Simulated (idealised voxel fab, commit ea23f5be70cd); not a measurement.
The following process module bears the name voxel spacer lines.
245 nm wide, 5 nm square cells: that's cross-section cut.
If you're reading a cross-section in this doc, picture square cells in a grid; it comes to you as bands, top ones listed first down to the bottom, and a band can be one or more rows of cells.
A band entry consists of two parts. The first gives the height of the band's top and the height of its bottom, in nm. The rest lists the band's materials from left to right, each with its width in nm. A single material labelled with the word "edge to edge" fills the band from edge to edge, and the word "air" marks empty space.
Where do heights start? At 0: under that level the wafer as delivered is made of one material only. And the lowest band has no floor; it just carries on downward, as in "0 -> down".
The two numbers in a width such as "30 to 40" mark its ends across the band: the first belongs to the top row of cells, the second to the bottom row, and from each row to the next the width moves by the same amount.
Basically "nothing altered" means that step didn't change any cell in the cross-section.
The entry titled "Fully sealed voids" provides the empty spaces that have no open way to the top, restricted to those of 8 cells or more. Each is presented as width x height at distance, the distance being measured from the left edge, with all three in nm.
Read whatever lies past the settings on a step's line as the simulator's own remark about the step.
On any step carrying a mask, the "overlay nm" setting, if present on the step's line, tells how far right of its planned place the mask lay; negative values point to the left.

PROCESS STEPS - PLAN
1 RECEIVE with material Si
2 CONFORMAL_DEP with material Al2O3, thk nm 5
3 DIRECTIONAL_DEP with material TiN, thk nm 10
4 DIRECTIONAL_DEP with material aC, thk nm 25
5 PATTERN with tone cover, mask id MANDREL, material resist, width nm 20, pitch nm 60, thk nm 30, overlay nm 0
6 DIRECTIONAL_ETCH with etch materials aC, depth nm 25
7 STRIP with etch materials resist
8 CONFORMAL_DEP with material SiO2, thk nm 10
9 DIRECTIONAL_ETCH with etch materials SiO2, depth nm 10
10 STRIP with etch materials aC
11 DIRECTIONAL_ETCH with etch materials TiN, depth nm 10
12 STRIP with etch materials SiO2
13 FILL_DEP with material lowk, thk nm 5
14 CMP with height nm 15

WAFER AS RECEIVED: CROSS-SECTION FOLLOWING STEP 1
- 0 -> down: Si edge to edge
- Fully sealed voids: none

HERE'S THE WAFER CUT IN CROSS-SECTION AFTER THE MODULE, STARTED AND PLANNED JUST LIKE ABOVE, EXCEPT ONE THING WAS DONE WRONG IN THE RUN
- 15 -> 5: aC edge to edge
- 5 -> 0: Al2O3 edge to edge
- 0 -> down: Si edge to edge
- Fully sealed voids: none
The mistake made against the process plan was this: steps 3 and 4 traded places in the executed sequence
